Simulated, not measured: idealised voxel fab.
Title: Process Module voxel transistor to metal
Cross-sectional view cut (width: 290 nm; square cell size: 5 nm).
Just so we're on the same page, the cross-sections are grids of square cells, and they're listed out in bands top to bottom, each band one or more rows deep.
Band: top height; bottom height; in nm. Then, left to right: material with width in nm, for each material. "everywhere": a single material spanning edge to edge. "empty": empty space.
Heads up on the height convention: 0 is the point under which the incoming wafer is all one material, and the lowest band has no bottom, it just keeps going down, like "0 -> down".
So if you see something like "30..40" for the width, read it as the top row of the band sitting at the first number and the bottom row at the second, with every row in between moving by the same amount as the last.
Take "changes: none" at face value: in the step it is given for, the cross-section changed in none of its cells.
"Unvented voids": empty spaces of 8 cells or more with no open way to the top, each given as width x height at distance, distance from the left edge, all in nm.
The remark found on a step's line after its settings is issued by the simulator itself and pertains to that step.
Each step line may optionally specify "overlay nm", which for a step with a mask gives the rightward distance between the mask's planned place and where it lay, a negative value indicating the leftward direction.

Steps in the process plan:
1: RECEIVE, material Si
2: OXIDIZE, depth nm 5
3: CONFORMAL_DEP, material SiN, thk nm 10
4: DIRECTIONAL_DEP, material aC, thk nm 10
5: PATTERN, tone cover, mask id ACTIVE, material resist, width nm 100, pitch nm 125, thk nm 30, overlay nm 0
6: DIRECTIONAL_ETCH, etch materials aC, depth nm 10
7: STRIP, etch materials resist
8: DIRECTIONAL_ETCH, etch materials SiN, depth nm 10
9: DIRECTIONAL_ETCH, etch materials SiO2, depth nm 5
10: DIRECTIONAL_ETCH, etch materials Si, depth nm 20
11: STRIP, etch materials aC
12: OXIDIZE, depth nm 5
13: FILL_DEP, material SiO2, thk nm 5
14: CMP, height nm 10
15: SELECTIVE_ETCH, etch materials SiO2, depth nm 5
16: STRIP, etch materials SiN
17: SELECTIVE_ETCH, etch materials SiO2, depth nm 5
18: OXIDIZE, depth nm 5
19: DIRECTIONAL_DEP, material polySi, thk nm 30
20: DIRECTIONAL_DEP, material SiCN, thk nm 10
21: MASKED_ETCH, tone cover, mask id GATE, width nm 30, pitch nm 125, etch materials SiCN, depth nm 20, overlay nm 0
22: MASKED_ETCH, tone cover, mask id GATE, width nm 30, pitch nm 125, etch materials polySi, depth nm 40, overlay nm 0
23: CONFORMAL_DEP, material SiN, thk nm 5
24: DIRECTIONAL_ETCH, etch materials SiN, depth nm 5
25: DIRECTIONAL_ETCH, etch materials SiO2, depth nm 5
26: DIRECTIONAL_ETCH, etch materials Si, depth nm 10
27: EPI, material SiGe, thk nm 10
28: FILL_DEP, material SiO2, thk nm 5
29: CMP, height nm 25
30: STRIP, etch materials polySi
31: SELECTIVE_ETCH, etch materials SiO2, depth nm 5
32: CONFORMAL_DEP, material HfO2, thk nm 5
33: CONFORMAL_DEP, material TiN, thk nm 5
34: FILL_DEP, material W, thk nm 5
35: CMP, height nm 20
36: DIRECTIONAL_DEP, material SiO2, thk nm 10
37: DIRECTIONAL_DEP, material aC, thk nm 15
38: PATTERN, tone open, mask id CONTACT, material resist, width nm 15, thk nm 30, overlay nm 0
39: DIRECTIONAL_ETCH, etch materials aC, depth nm 15
40: STRIP, etch materials resist
41: DIRECTIONAL_ETCH, etch materials SiO2, depth nm 40
42: STRIP, etch materials aC
43: CONFORMAL_DEP, material TiN, thk nm 5
44: FILL_DEP, material Ru, thk nm 5
45: CMP, height nm 30
46: CONFORMAL_DEP, material SiN, thk nm 5
47: DIRECTIONAL_DEP, material lowk, thk nm 25
48: PATTERN, tone open, mask id METAL_1, material resist, width nm 15, thk nm 20, overlay nm 0
49: DIRECTIONAL_ETCH, etch materials lowk, depth nm 25
50: DIRECTIONAL_ETCH, etch materials SiN, depth nm 5
51: STRIP, etch materials resist
52: CONFORMAL_DEP, material TiN, thk nm 5
53: FILL_DEP, material Cu, thk nm 5
54: CMP, height nm 60
55: CONFORMAL_DEP, material SiN, thk nm 5

Received-state cross-section, reflecting completion of step 1:
    0 -> down: Si everywhere
    Unvented voids: none

First of two wafers, end-of-module section, run followed plan:
    65 -> 60: SiN everywhere
    60 -> 35: 35 lowk  5 TiN  5 Cu  5 TiN  60 lowk  5 TiN  5 Cu  5 TiN  35 lowk  5 TiN  5 Cu  5 TiN  60 lowk  5 TiN  5 Cu  5 TiN  40 lowk
    35 -> 30: 35 SiN  15 TiN  60 SiN  15 TiN  35 SiN  15 TiN  60 SiN  15 TiN  40 SiN
    30 -> 20: 35 SiO2  5 TiN  5 Ru  5 TiN  60 SiO2  5 TiN  5 Ru  5 TiN  35 SiO2  5 TiN  5 Ru  5 TiN  60 SiO2  5 TiN  5 Ru  5 TiN  40 SiO2
    20 -> 0: 35 SiO2  5 TiN  5 Ru  5 TiN  10 SiO2  5 SiN  5 HfO2  5 TiN  10 W  5 TiN  5 HfO2  5 SiN  10 SiO2  5 TiN  5 Ru  5 TiN  35 SiO2  5 TiN  5 Ru  5 TiN  10 SiO2  5 SiN  5 HfO2  5 TiN  10 W  5 TiN  5 HfO2  5 SiN  10 SiO2  5 TiN  5 Ru  5 TiN  40 SiO2
    0 -> -5: 25 SiO2  5 SiN  5 SiO2  5 TiN  5 Ru  5 TiN  10 SiGe  5 SiN  5 HfO2  20 TiN  5 HfO2  5 SiN  10 SiGe  5 TiN  5 Ru  5 TiN  5 SiO2  5 SiN  15 SiO2  5 SiN  5 SiO2  5 TiN  5 Ru  5 TiN  10 SiGe  5 SiN  5 HfO2  20 TiN  5 HfO2  5 SiN  10 SiGe  5 TiN  5 Ru  5 TiN  5 SiO2  5 SiN  30 SiO2
    -5 -> -10: 35 SiO2  15 TiN  10 SiGe  40 HfO2  10 SiGe  15 TiN  35 SiO2  15 TiN  10 SiGe  40 HfO2  10 SiGe  15 TiN  40 SiO2
    -10 -> -20: 35 SiO2  25 SiGe  40 Si  25 SiGe  35 SiO2  25 SiGe  40 Si  25 SiGe  40 SiO2
    -20 -> -30: 35 SiO2  90 Si  35 SiO2  90 Si  40 SiO2
    -30 -> down: Si everywhere
    Unvented voids: none

So this is wafer number two of the two, cut at the end of the module - it started where the first did and had the same plan, we just got one thing wrong running it:
    65 -> 60: SiN everywhere
    60 -> 35: 35 lowk  5 TiN  5 Cu  5 TiN  60 lowk  5 TiN  5 Cu  5 TiN  35 lowk  5 TiN  5 Cu  5 TiN  60 lowk  5 TiN  5 Cu  5 TiN  40 lowk
    35 -> 30: 35 SiN  15 TiN  60 SiN  15 TiN  35 SiN  15 TiN  60 SiN  15 TiN  40 SiN
    30 -> 20: 35 SiO2  5 TiN  5 Ru  5 TiN  60 SiO2  5 TiN  5 Ru  5 TiN  35 SiO2  5 TiN  5 Ru  5 TiN  60 SiO2  5 TiN  5 Ru  5 TiN  40 SiO2
    20 -> 0: 35 SiO2  5 TiN  5 Ru  5 TiN  10 SiO2  5 SiN  5 HfO2  5 TiN  10 W  5 TiN  5 HfO2  5 SiN  10 SiO2  5 TiN  5 Ru  5 TiN  35 SiO2  5 TiN  5 Ru  5 TiN  10 SiO2  5 SiN  5 HfO2  5 TiN  10 W  5 TiN  5 HfO2  5 SiN  10 SiO2  5 TiN  5 Ru  5 TiN  40 SiO2
    0 -> -5: 25 SiO2  5 SiN  5 SiO2  5 TiN  5 Ru  5 TiN  10 SiGe  5 SiN  5 HfO2  20 TiN  5 HfO2  5 SiN  10 SiGe  5 TiN  5 Ru  5 TiN  5 SiO2  5 SiN  15 SiO2  5 SiN  5 SiO2  5 TiN  5 Ru  5 TiN  10 SiGe  5 SiN  5 HfO2  20 TiN  5 HfO2  5 SiN  10 SiGe  5 TiN  5 Ru  5 TiN  5 SiO2  5 SiN  30 SiO2
    -5 -> -10: 35 SiO2  15 TiN  10 SiGe  40 HfO2  10 SiGe  15 TiN  35 SiO2  15 TiN  10 SiGe  40 HfO2  10 SiGe  15 TiN  40 SiO2
    -10 -> -20: 35 SiO2  25 SiGe  40 Si  25 SiGe  35 SiO2  25 SiGe  40 Si  25 SiGe  40 SiO2
    -20 -> -35: 35 SiO2  90 Si  35 SiO2  90 Si  40 SiO2
    -35 -> down: Si everywhere
    Unvented voids: none
What was the processing mistake? step 10 ran as: DIRECTIONAL_ETCH, etch materials Si, depth nm 25
FYI, end of process, the second wafer has more or fewer cells of some materials than the first: 22 fewer of Si, 22 more of SiO2
